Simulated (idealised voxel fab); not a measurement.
Process module heading - voxel gate over fins
Square cells of 5 nm make up the cross-section cut, whose width is 200 nm.
In this document a cross-section is written as a grid of square cells. It is given as a series of bands, listed from the top down, and a band is one or more rows of cells. Heads up on the band format: heights come first, top then bottom, in nm. After that it's the materials left to right, each with its width in nm. A single material flagged "full width" fills the whole band edge to edge, and "air" means there's empty space there. Basically, 0 is our baseline, since under it the wafer straight out of the box is all one material. The bottom band has no lower end and keeps on going down, so it looks like "0 -> down". Per-row width for "30->40": begins at first number (top row of band), ends at second number (bottom row), increment between rows held constant. What does "stayed the same" mean for a step? It means no cell of the cross-section changed in that step. Closed-off voids of 8+ cells (no open route to the top) go in "Sealed internal cavities", written width x height at distance from the left edge, in nm. Text after the settings on a step's line: the simulator's own remark on that step. overlay nm: how far to the right of its planned place the mask lay on this masked step (negative: to the left).
**Steps in the process plan**
1. RECEIVE | material Si
2. CONFORMAL_DEP | material SiN | thk nm 10
3. PATTERN | tone cover | mask id FINS | material resist | width nm 15 | pitch nm 60 | thk nm 15 | overlay nm 0
4. DIRECTIONAL_ETCH | etch materials SiN | depth nm 10
5. DIRECTIONAL_ETCH | etch materials Si | depth nm 35
6. STRIP | etch materials resist
7. FILL_DEP | material SiO2 | thk nm 5
8. CMP | height nm 10
9. DIRECTIONAL_DEP | material aC | thk nm 15
10. PATTERN | tone open | mask id RAIL | material resist | width nm 15 | thk nm 30 | overlay nm 0
11. DIRECTIONAL_ETCH | etch materials aC | depth nm 15
12. STRIP | etch materials resist
13. DIRECTIONAL_ETCH | etch materials SiO2 | depth nm 40
14. STRIP | etch materials aC
15. CONFORMAL_DEP | material TiN | thk nm 5
16. FILL_DEP | material W | thk nm 5
17. CMP | height nm 10
18. SELECTIVE_ETCH | etch materials W Ru TiN | depth nm 30
19. FILL_DEP | material SiO2 | thk nm 5
20. CMP | height nm 10
21. SELECTIVE_ETCH | etch materials SiO2 | depth nm 25
22. STRIP | etch materials SiN
23. CONFORMAL_DEP | material HfO2 | thk nm 5
24. CONFORMAL_DEP | material TiN | thk nm 5
25. CONFORMAL_DEP | material TiAl | thk nm 5
26. CONFORMAL_DEP | material TiN | thk nm 5
27. FILL_DEP | material W | thk nm 15
28. CMP | height nm 30
29. CONFORMAL_DEP | material SiCN | thk nm 5
**Wafer, first of two, run as planned**
**Delivered wafer in cross-section: state after step 1**
	0 -> down | Si full width
	Sealed internal cavities: none
**Cross-section: wafer state after step 2**
	10 -> 0 | SiN full width
	All layers under 0 are left as they were.
**Cross-section: wafer state after step 3**
	25 -> 10 | air=60, then resist=15, then air=45, then resist=15, then air=65
	All layers under 10 are left as they were.
**Cross-section: wafer state after step 4**
	25 -> 10 | air=60, then resist=15, then air=45, then resist=15, then air=65
	10 -> 0 | air=60, then SiN=15, then air=45, then SiN=15, then air=65
	All layers under 0 are left as they were.
**Cross-section: wafer state after step 5**
	25 -> 10 | air=60, then resist=15, then air=45, then resist=15, then air=65
	10 -> 0 | air=60, then SiN=15, then air=45, then SiN=15, then air=65
	0 -> -35 | air=60, then Si=15, then air=45, then Si=15, then air=65
	All layers under -35 are left as they were.
**Cross-section: wafer state after step 6**
	10 -> 0 | air=60, then SiN=15, then air=45, then SiN=15, then air=65
	All layers under 0 are left as they were.
**Cross-section: wafer state after step 7**
	15 -> 10 | SiO2 full width
	10 -> 0 | SiO2=60, then SiN=15, then SiO2=45, then SiN=15, then SiO2=65
	0 -> -35 | SiO2=60, then Si=15, then SiO2=45, then Si=15, then SiO2=65
	All layers under -35 are left as they were.
**Cross-section: wafer state after step 8**
	10 -> 0 | SiO2=60, then SiN=15, then SiO2=45, then SiN=15, then SiO2=65
	All layers under 0 are left as they were.
**Cross-section: wafer state after step 9**
	25 -> 10 | aC full width
	All layers under 10 are left as they were.
**Cross-section: wafer state after step 10**
	55 -> 25 | resist=90, then air=15, then resist=95
	All layers under 25 are left as they were.
**Cross-section: wafer state after step 11**
	40 -> 25 | resist=90, then air=15, then resist=95
	25 -> 10 | aC=90, then air=15, then aC=95
	All layers under 10 are left as they were.
**Cross-section: wafer state after step 12**
	25 -> 10 | aC=90, then air=15, then aC=95
	All layers under 10 are left as they were.
**Cross-section: wafer state after step 13**
	25 -> 10 | aC=90, then air=15, then aC=95
	10 -> 0 | SiO2=60, then SiN=15, then SiO2=15, then air=15, then SiO2=15, then SiN=15, then SiO2=65
	0 -> -30 | SiO2=60, then Si=15, then SiO2=15, then air=15, then SiO2=15, then Si=15, then SiO2=65
	All layers under -30 are left as they were.
**Cross-section: wafer state after step 14**
	10 -> 0 | SiO2=60, then SiN=15, then SiO2=15, then air=15, then SiO2=15, then SiN=15, then SiO2=65
	All layers under 0 are left as they were.
**Cross-section: wafer state after step 15**
	15 -> 10 | TiN=95, then air=5, then TiN=100
	10 -> 0 | SiO2=60, then SiN=15, then SiO2=15, then TiN=5, then air=5, then TiN=5, then SiO2=15, then SiN=15, then SiO2=65
	0 -> -25 | SiO2=60, then Si=15, then SiO2=15, then TiN=5, then air=5, then TiN=5, then SiO2=15, then Si=15, then SiO2=65
	-25 -> -30 | SiO2=60, then Si=15, then SiO2=15, then TiN=15, then SiO2=15, then Si=15, then SiO2=65
	All layers under -30 are left as they were.
**Cross-section: wafer state after step 16**
	20 -> 15 | W full width
	15 -> 10 | TiN=95, then W=5, then TiN=100
	10 -> 0 | SiO2=60, then SiN=15, then SiO2=15, then TiN=5, then W=5, then TiN=5, then SiO2=15, then SiN=15, then SiO2=65
	0 -> -25 | SiO2=60, then Si=15, then SiO2=15, then TiN=5, then W=5, then TiN=5, then SiO2=15, then Si=15, then SiO2=65
	All layers under -25 are left as they were.
**Cross-section: wafer state after step 17**
	10 -> 0 | SiO2=60, then SiN=15, then SiO2=15, then TiN=5, then W=5, then TiN=5, then SiO2=15, then SiN=15, then SiO2=65
	All layers under 0 are left as they were.
**Cross-section: wafer state after step 18**
	10 -> 0 | SiO2=60, then SiN=15, then SiO2=15, then air=15, then SiO2=15, then SiN=15, then SiO2=65
	0 -> -20 | SiO2=60, then Si=15, then SiO2=15, then air=15, then SiO2=15, then Si=15, then SiO2=65
	All layers under -20 are left as they were.
**Cross-section: wafer state after step 19**
	15 -> 10 | SiO2 full width
	10 -> 0 | SiO2=60, then SiN=15, then SiO2=45, then SiN=15, then SiO2=65
	0 -> -20 | SiO2=60, then Si=15, then SiO2=45, then Si=15, then SiO2=65
	All layers under -20 are left as they were.
**Cross-section: wafer state after step 20**
	10 -> 0 | SiO2=60, then SiN=15, then SiO2=45, then SiN=15, then SiO2=65
	All layers under 0 are left as they were.
**Cross-section: wafer state after step 21**
	10 -> 0 | air=60, then SiN=15, then air=45, then SiN=15, then air=65
	0 -> -15 | air=60, then Si=15, then air=45, then Si=15, then air=65
	All layers under -15 are left as they were.
**Cross-section: wafer state after step 22**
	0 -> -15 | air=60, then Si=15, then air=45, then Si=15, then air=65
	All layers under -15 are left as they were.
**Cross-section: wafer state after step 23**
	5 -> 0 | air=55, then HfO2=25, then air=35, then HfO2=25, then air=60
	0 -> -10 | air=55, then HfO2=5, then Si=15, then HfO2=5, then air=35, then HfO2=5, then Si=15, then HfO2=5, then air=60
	-10 -> -15 | HfO2=60, then Si=15, then HfO2=45, then Si=15, then HfO2=65
	All layers under -15 are left as they were.
**Cross-section: wafer state after step 24**
	10 -> 5 | air=50, then TiN=35, then air=25, then TiN=35, then air=55
	5 -> 0 | air=50, then TiN=5, then HfO2=25, then TiN=5, then air=25, then TiN=5, then HfO2=25, then TiN=5, then air=55
	0 -> -5 | air=50, then TiN=5, then HfO2=5, then Si=15, then HfO2=5, then TiN=5, then air=25, then TiN=5, then HfO2=5, then Si=15, then HfO2=5, then TiN=5, then air=55
	-5 -> -10 | TiN=55, then HfO2=5, then Si=15, then HfO2=5, then TiN=35, then HfO2=5, then Si=15, then HfO2=5, then TiN=60
	All layers under -10 are left as they were.
**Cross-section: wafer state after step 25**
	15 -> 10 | air=45, then TiAl=45, then air=15, then TiAl=45, then air=50
	10 -> 5 | air=45, then TiAl=5, then TiN=35, then TiAl=5, then air=15, then TiAl=5, then TiN=35, then TiAl=5, then air=50
	5 -> 0 | air=45, then TiAl=5, then TiN=5, then HfO2=25, then TiN=5, then TiAl=5, then air=15, then TiAl=5, then TiN=5, then HfO2=25, then TiN=5, then TiAl=5, then air=50
	0 -> -5 | TiAl=50, then TiN=5, then HfO2=5, then Si=15, then HfO2=5, then TiN=5, then TiAl=25, then TiN=5, then HfO2=5, then Si=15, then HfO2=5, then TiN=5, then TiAl=55
	All layers under -5 are left as they were.
**Cross-section: wafer state after step 26**
	20 -> 15 | air=40, then TiN=55, then air=5, then TiN=55, then air=45
	15 -> 10 | air=40, then TiN=5, then TiAl=45, then TiN=5, then air=5, then TiN=5, then TiAl=45, then TiN=5, then air=45
	10 -> 5 | air=40, then TiN=5, then TiAl=5, then TiN=35, then TiAl=5, then TiN=5, then air=5, then TiN=5, then TiAl=5, then TiN=35, then TiAl=5, then TiN=5, then air=45
	5 -> 0 | TiN=45, then TiAl=5, then TiN=5, then HfO2=25, then TiN=5, then TiAl=5, then TiN=15, then TiAl=5, then TiN=5, then HfO2=25, then TiN=5, then TiAl=5, then TiN=50
	All layers under 0 are left as they were.
**Cross-section: wafer state after step 27**
	35 -> 20 | W full width
	20 -> 15 | W=40, then TiN=55, then W=5, then TiN=55, then W=45
	15 -> 10 | W=40, then TiN=5, then TiAl=45, then TiN=5, then W=5, then TiN=5, then TiAl=45, then TiN=5, then W=45
	10 -> 5 | W=40, then TiN=5, then TiAl=5, then TiN=35, then TiAl=5, then TiN=5, then W=5, then TiN=5, then TiAl=5, then TiN=35, then TiAl=5, then TiN=5, then W=45
	All layers under 5 are left as they were.
**Cross-section: wafer state after step 28**
	30 -> 20 | W full width
	All layers under 20 are left as they were.
**Cross-section: wafer state after step 29**
	35 -> 30 | SiCN full width
	All layers under 30 are left as they were.
**Second Wafer (Identical Start and Plan, One Processing Error; Matches First Wafer Through Step 20)**
**What the second wafer looks like in cross-section when step 21 should have wrapped up**
	10 -> 0 | SiO2=60, then air=15, then SiO2=45, then air=15, then SiO2=65
	All layers under 0 are left as they were.
**What the second wafer looks like in cross-section when step 22 should have wrapped up**
	0 -> -15 | air=60, then Si=15, then air=45, then Si=15, then air=65
	-15 -> -20 | SiO2=35, then air=25, then Si=15, then air=45, then Si=15, then air=25, then SiO2=40
	-20 -> -25 | SiO2=35, then air=25, then Si=15, then air=15, then TiN=5, then W=5, then TiN=5, then air=15, then Si=15, then air=25, then SiO2=40
	All layers under -25 are left as they were.
**What the second wafer looks like in cross-section when step 23 should have wrapped up**
	5 -> 0 | air=55, then HfO2=25, then air=35, then HfO2=25, then air=60
	0 -> -10 | air=55, then HfO2=5, then Si=15, then HfO2=5, then air=35, then HfO2=5, then Si=15, then HfO2=5, then air=60
	-10 -> -15 | HfO2=40, then air=15, then HfO2=5, then Si=15, then HfO2=5, then air=35, then HfO2=5, then Si=15, then HfO2=5, then air=15, then HfO2=45
	-15 -> -20 | SiO2=35, then HfO2=5, then air=15, then HfO2=5, then Si=15, then HfO2=5, then air=5, then HfO2=25, then air=5, then HfO2=5, then Si=15, then HfO2=5, then air=15, then HfO2=5, then SiO2=40
	-20 -> -25 | SiO2=35, then HfO2=25, then Si=15, then HfO2=15, then TiN=5, then W=5, then TiN=5, then HfO2=15, then Si=15, then HfO2=25, then SiO2=40
	All layers under -25 are left as they were.
**What the second wafer looks like in cross-section when step 24 should have wrapped up**
	10 -> 5 | air=50, then TiN=35, then air=25, then TiN=35, then air=55
	5 -> 0 | air=50, then TiN=5, then HfO2=25, then TiN=5, then air=25, then TiN=5, then HfO2=25, then TiN=5, then air=55
	0 -> -5 | air=50, then TiN=5, then HfO2=5, then Si=15, then HfO2=5, then TiN=5, then air=25, then TiN=5, then HfO2=5, then Si=15, then HfO2=5, then TiN=5, then air=55
	-5 -> -10 | TiN=45, then air=5, then TiN=5, then HfO2=5, then Si=15, then HfO2=5, then TiN=5, then air=25, then TiN=5, then HfO2=5, then Si=15, then HfO2=5, then TiN=5, then air=5, then TiN=50
	-10 -> -15 | HfO2=40, then TiN=5, then air=5, then TiN=5, then HfO2=5, then Si=15, then HfO2=5, then TiN=35, then HfO2=5, then Si=15, then HfO2=5, then TiN=5, then air=5, then TiN=5, then HfO2=45
	-15 -> -20 | SiO2=35, then HfO2=5, then TiN=15, then HfO2=5, then Si=15, then HfO2=5, then TiN=5, then HfO2=25, then TiN=5, then HfO2=5, then Si=15, then HfO2=5, then TiN=15, then HfO2=5, then SiO2=40
	All layers under -20 are left as they were.
**What the second wafer looks like in cross-section when step 25 should have wrapped up**
	15 -> 10 | air=45, then TiAl=45, then air=15, then TiAl=45, then air=50
	10 -> 5 | air=45, then TiAl=5, then TiN=35, then TiAl=5, then air=15, then TiAl=5, then TiN=35, then TiAl=5, then air=50
	5 -> 0 | air=45, then TiAl=5, then TiN=5, then HfO2=25, then TiN=5, then TiAl=5, then air=15, then TiAl=5, then TiN=5, then HfO2=25, then TiN=5, then TiAl=5, then air=50
	0 -> -5 | TiAl=50, then TiN=5, then HfO2=5, then Si=15, then HfO2=5, then TiN=5, then TiAl=5, then air=15, then TiAl=5, then TiN=5, then HfO2=5, then Si=15, then HfO2=5, then TiN=5, then TiAl=55
	-5 -> -10 | TiN=45, then TiAl=5, then TiN=5, then HfO2=5, then Si=15, then HfO2=5, then TiN=5, then TiAl=25, then TiN=5, then HfO2=5, then Si=15, then HfO2=5, then TiN=5, then TiAl=5, then TiN=50
	-10 -> -15 | HfO2=40, then TiN=5, then TiAl=5, then TiN=5, then HfO2=5, then Si=15, then HfO2=5, then TiN=35, then HfO2=5, then Si=15, then HfO2=5, then TiN=5, then TiAl=5, then TiN=5, then HfO2=45
	All layers under -15 are left as they were.
**What the second wafer looks like in cross-section when step 26 should have wrapped up**
	20 -> 15 | air=40, then TiN=55, then air=5, then TiN=55, then air=45
	15 -> 10 | air=40, then TiN=5, then TiAl=45, then TiN=5, then air=5, then TiN=5, then TiAl=45, then TiN=5, then air=45
	10 -> 5 | air=40, then TiN=5, then TiAl=5, then TiN=35, then TiAl=5, then TiN=5, then air=5, then TiN=5, then TiAl=5, then TiN=35, then TiAl=5, then TiN=5, then air=45
	5 -> 0 | TiN=45, then TiAl=5, then TiN=5, then HfO2=25, then TiN=5, then TiAl=5, then TiN=5, then air=5, then TiN=5, then TiAl=5, then TiN=5, then HfO2=25, then TiN=5, then TiAl=5, then TiN=50
	0 -> -5 | TiAl=50, then TiN=5, then HfO2=5, then Si=15, then HfO2=5, then TiN=5, then TiAl=5, then TiN=15, then TiAl=5, then TiN=5, then HfO2=5, then Si=15, then HfO2=5, then TiN=5, then TiAl=55
	All layers under -5 are left as they were.
**What the second wafer looks like in cross-section when step 27 should have wrapped up**
	35 -> 20 | W full width
	20 -> 15 | W=40, then TiN=55, then W=5, then TiN=55, then W=45
	15 -> 10 | W=40, then TiN=5, then TiAl=45, then TiN=5, then W=5, then TiN=5, then TiAl=45, then TiN=5, then W=45
	10 -> 5 | W=40, then TiN=5, then TiAl=5, then TiN=35, then TiAl=5, then TiN=5, then W=5, then TiN=5, then TiAl=5, then TiN=35, then TiAl=5, then TiN=5, then W=45
	5 -> 0 | TiN=45, then TiAl=5, then TiN=5, then HfO2=25, then TiN=5, then TiAl=5, then TiN=5, then W=5, then TiN=5, then TiAl=5, then TiN=5, then HfO2=25, then TiN=5, then TiAl=5, then TiN=50
	All layers under 0 are left as they were.
**What the second wafer looks like in cross-section when step 28 should have wrapped up**
	30 -> 20 | W full width
	All layers under 20 are left as they were.
**What the second wafer looks like in cross-section when step 29 should have wrapped up**
	35 -> 30 | SiCN full width
	All layers under 30 are left as they were.
Short version of what went wrong: steps 21 and 22 of the plan were each performed in the slot designated for the other
Upon completion, the second wafer contains, in terms of cells, a greater or smaller amount of certain materials than the first wafer: +14 HfO2 | -35 SiO2 | +6 TiAl | +14 TiN | +1 W
